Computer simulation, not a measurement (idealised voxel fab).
The document below concerns the process module designated voxel transistor to metal.
This is section cut - it's 185 nm across, gridded in 5 nm square cells.
Square cells in a grid make up a cross-section in this document, and the grid is given as bands, listed from the top down, each one or more rows of cells. Top, bottom (nm), then materials left to right with widths (nm); lone material tagged "all across" fills the whole band edge to edge; "air" = empty space. Heights are expressed relative to 0, this being the level below which the as-received wafer comprises one material exclusively. The lowest band is unbounded in the downward direction and is denoted as in "0 -> down". The width entry "30..40" should be interpreted row by row: the top row of cells in the band takes the first number, the bottom row takes the second number, and the change between adjacent rows is uniform throughout. A step reported as "nothing altered" is a step in which no cell of the cross-section changed. The label "closed voids" introduces a list of the empty spaces, 8 cells or larger, that have no open way up to the top; each entry in it reads width x height at distance, where the distance is taken from the left edge and all three are stated in nm. Heads up: the bit after the settings on a step's line is the simulator's remark on that step. Among the settings permitted on a step's line is "overlay nm"; applied to a step with a mask, it specifies the extent to which the mask lay to the right of its planned position, whereas a negative figure signifies a position to the left.

-- So here's the lineup of process steps we planned
1,op RECEIVE | material Si
2,op OXIDIZE | depth nm 5
3,op CONFORMAL_DEP | material SiN | thk nm 10
4,op MASKED_ETCH | tone cover | mask id ACTIVE | width nm 105 | etch materials SiN | depth nm 10 | overlay nm 0
5,op MASKED_ETCH | tone cover | mask id ACTIVE | width nm 105 | etch materials SiO2 | depth nm 5 | overlay nm 0
6,op MASKED_ETCH | tone cover | mask id ACTIVE | width nm 105 | etch materials Si | depth nm 35 | overlay nm 0
7,op FILL_DEP | material SiO2 | thk nm 10
8,op CMP | height nm 10
9,op SELECTIVE_ETCH | etch materials SiO2 | depth nm 10
10,op STRIP | etch materials SiN
11,op SELECTIVE_ETCH | etch materials SiO2 | depth nm 5
12,op OXIDIZE | depth nm 5
13,op DIRECTIONAL_DEP | material polySi | thk nm 25
14,op DIRECTIONAL_DEP | material SiCN | thk nm 10
15,op MASKED_ETCH | tone cover | mask id GATE | width nm 15 | etch materials SiCN | depth nm 20 | overlay nm 0
16,op MASKED_ETCH | tone cover | mask id GATE | width nm 15 | etch materials polySi | depth nm 35 | overlay nm 0
17,op CONFORMAL_DEP | material SiO2 | thk nm 5
18,op DIRECTIONAL_ETCH | etch materials SiO2 | depth nm 5
19,op CONFORMAL_DEP | material SiN | thk nm 10
20,op DIRECTIONAL_ETCH | etch materials SiN | depth nm 10
21,op DIRECTIONAL_ETCH | etch materials SiO2 | depth nm 5
22,op EPI | material SiGe | thk nm 5
23,op FILL_DEP | material SiO2 | thk nm 10
24,op CMP | height nm 30
25,op DIRECTIONAL_DEP | material SiO2 | thk nm 10
26,op DIRECTIONAL_DEP | material aC | thk nm 10
27,op PATTERN | tone open | mask id CONTACT | material resist | width nm 35 | pitch nm 60 | thk nm 25 | overlay nm 0
28,op DIRECTIONAL_ETCH | etch materials aC | depth nm 10
29,op STRIP | etch materials resist
30,op DIRECTIONAL_ETCH | etch materials SiO2 | depth nm 45
31,op STRIP | etch materials aC
32,op CONFORMAL_DEP | material TiN | thk nm 5
33,op FILL_DEP | material Ru | thk nm 10
34,op CMP | height nm 40
35,op CONFORMAL_DEP | material SiN | thk nm 5
36,op DIRECTIONAL_DEP | material SiO2 | thk nm 15
37,op MASKED_ETCH | tone open | mask id METAL_1 | width nm 20 | pitch nm 75 | etch materials SiO2 | depth nm 15 | overlay nm 0
38,op MASKED_ETCH | tone open | mask id METAL_1 | width nm 20 | pitch nm 75 | etch materials SiN | depth nm 5 | overlay nm 0
39,op CONFORMAL_DEP | material TiN | thk nm 5
40,op FILL_DEP | material Ru | thk nm 10
41,op CMP | height nm 60
42,op CONFORMAL_DEP | material SiCN | thk nm 5
43,op DIRECTIONAL_DEP | material SiO2 | thk nm 30
44,op MASKED_ETCH | tone open | mask id METAL_2 | width nm 20 | pitch nm 75 | etch materials SiO2 | depth nm 15 | overlay nm 0
45,op PATTERN | tone open | mask id METAL_2_HOLES | material resist | width nm 15 | pitch nm 75 | thk nm 20 | overlay nm 0
46,op DIRECTIONAL_ETCH | etch materials SiO2 | depth nm 15
47,op DIRECTIONAL_ETCH | etch materials SiCN | depth nm 5
48,op STRIP | etch materials resist
49,op CONFORMAL_DEP | material TiN | thk nm 5
50,op FILL_DEP | material Ru | thk nm 5
51,op CMP | height nm 95
52,op CONFORMAL_DEP | material SiN | thk nm 5

-- Cross-section of the wafer at receipt, which is the condition after step 1
* 0 -> down  Si all across
* closed voids: none

-- First of two wafers: cross-section at end of module, run per plan
* 100 -> 95  SiN all across
* 95 -> 85  45 of SiO2 / 5 of TiN / 10 of Ru / 5 of TiN / 55 of SiO2 / 5 of TiN / 10 of Ru / 5 of TiN / 45 of SiO2
* 85 -> 80  45 of SiO2 / 5 of TiN / 5 of Ru / 10 of TiN / 55 of SiO2 / 5 of TiN / 5 of Ru / 10 of TiN / 45 of SiO2
* 80 -> 65  45 of SiO2 / 5 of TiN / 5 of Ru / 5 of TiN / 60 of SiO2 / 5 of TiN / 5 of Ru / 5 of TiN / 50 of SiO2
* 65 -> 60  45 of SiCN / 15 of TiN / 60 of SiCN / 15 of TiN / 50 of SiCN
* 60 -> 45  45 of SiO2 / 5 of TiN / 10 of Ru / 5 of TiN / 55 of SiO2 / 5 of TiN / 10 of Ru / 5 of TiN / 45 of SiO2
* 45 -> 40  45 of SiN / 20 of TiN / 55 of SiN / 20 of TiN / 45 of SiN
* 40 -> 30  45 of SiO2 / 5 of TiN / 25..15 of Ru / 5..15 of TiN / 25 of SiO2 / 5..15 of TiN / 25..15 of Ru / 5 of TiN / 45 of SiO2
* 30 -> 20  45 of SiO2 / 5 of TiN / 15 of Ru / 5 of TiN / 10 of SiN / 5 of SiO2 / 15 of SiCN / 5 of SiO2 / 10 of SiN / 5 of TiN / 15 of Ru / 5 of TiN / 45 of SiO2
* 20 -> 0  45 of SiO2 / 5 of TiN / 15 of Ru / 5 of TiN / 10 of SiN / 5 of SiO2 / 15 of polySi / 5 of SiO2 / 10 of SiN / 5 of TiN / 15 of Ru / 5 of TiN / 45 of SiO2
* 0 -> -5  45 of SiO2 / 25 of TiN / 10 of SiN / 5 of SiO2 / 15 of polySi / 5 of SiO2 / 10 of SiN / 25 of TiN / 45 of SiO2
* -5 -> -10  35 of SiO2 / 35 of SiGe / 45 of SiO2 / 35 of SiGe / 35 of SiO2
* -10 -> -40  40 of SiO2 / 105 of Si / 40 of SiO2
* -40 -> down  Si all across
* closed voids: none

-- So this is wafer number two of the two, cut at the end of the module - it started where the first did and had the same plan, we just got one thing wrong running it
* 100 -> 95  SiN all across
* 95 -> 85  45 of SiO2 / 5 of TiN / 10 of Ru / 5 of TiN / 55 of SiO2 / 5 of TiN / 10 of Ru / 5 of TiN / 45 of SiO2
* 85 -> 80  45 of SiO2 / 20 of TiN / 55 of SiO2 / 20 of TiN / 45 of SiO2
* 80 -> 65  50 of SiO2 / 10 of TiN / 65 of SiO2 / 10 of TiN / 50 of SiO2
* 65 -> 60  50 of SiCN / 10 of TiN / 65 of SiCN / 10 of TiN / 50 of SiCN
* 60 -> 45  45 of SiO2 / 5 of TiN / 10 of Ru / 5 of TiN / 55 of SiO2 / 5 of TiN / 10 of Ru / 5 of TiN / 45 of SiO2
* 45 -> 40  45 of SiN / 20 of TiN / 55 of SiN / 20 of TiN / 45 of SiN
* 40 -> 30  45 of SiO2 / 5 of TiN / 25..15 of Ru / 5..15 of TiN / 25 of SiO2 / 5..15 of TiN / 25..15 of Ru / 5 of TiN / 45 of SiO2
* 30 -> 20  45 of SiO2 / 5 of TiN / 15 of Ru / 5 of TiN / 10 of SiN / 5 of SiO2 / 15 of SiCN / 5 of SiO2 / 10 of SiN / 5 of TiN / 15 of Ru / 5 of TiN / 45 of SiO2
* 20 -> 0  45 of SiO2 / 5 of TiN / 15 of Ru / 5 of TiN / 10 of SiN / 5 of SiO2 / 15 of polySi / 5 of SiO2 / 10 of SiN / 5 of TiN / 15 of Ru / 5 of TiN / 45 of SiO2
* 0 -> -5  45 of SiO2 / 25 of TiN / 10 of SiN / 5 of SiO2 / 15 of polySi / 5 of SiO2 / 10 of SiN / 25 of TiN / 45 of SiO2
* -5 -> -10  35 of SiO2 / 35 of SiGe / 45 of SiO2 / 35 of SiGe / 35 of SiO2
* -10 -> -40  40 of SiO2 / 105 of Si / 40 of SiO2
* -40 -> down  Si all across
* closed voids: none
Diagnosis: step 44 was run on a setting that differed from the plan, and what really ran there is op MASKED_ETCH | tone open | mask id METAL_2 | width nm 15 | pitch nm 75 | etch materials SiO2 | depth nm 15 | overlay nm 0
Cell-count delta at end, second wafer over first, by material: Ru: 8 fewer, SiCN: 2 more, SiO2: 6 more
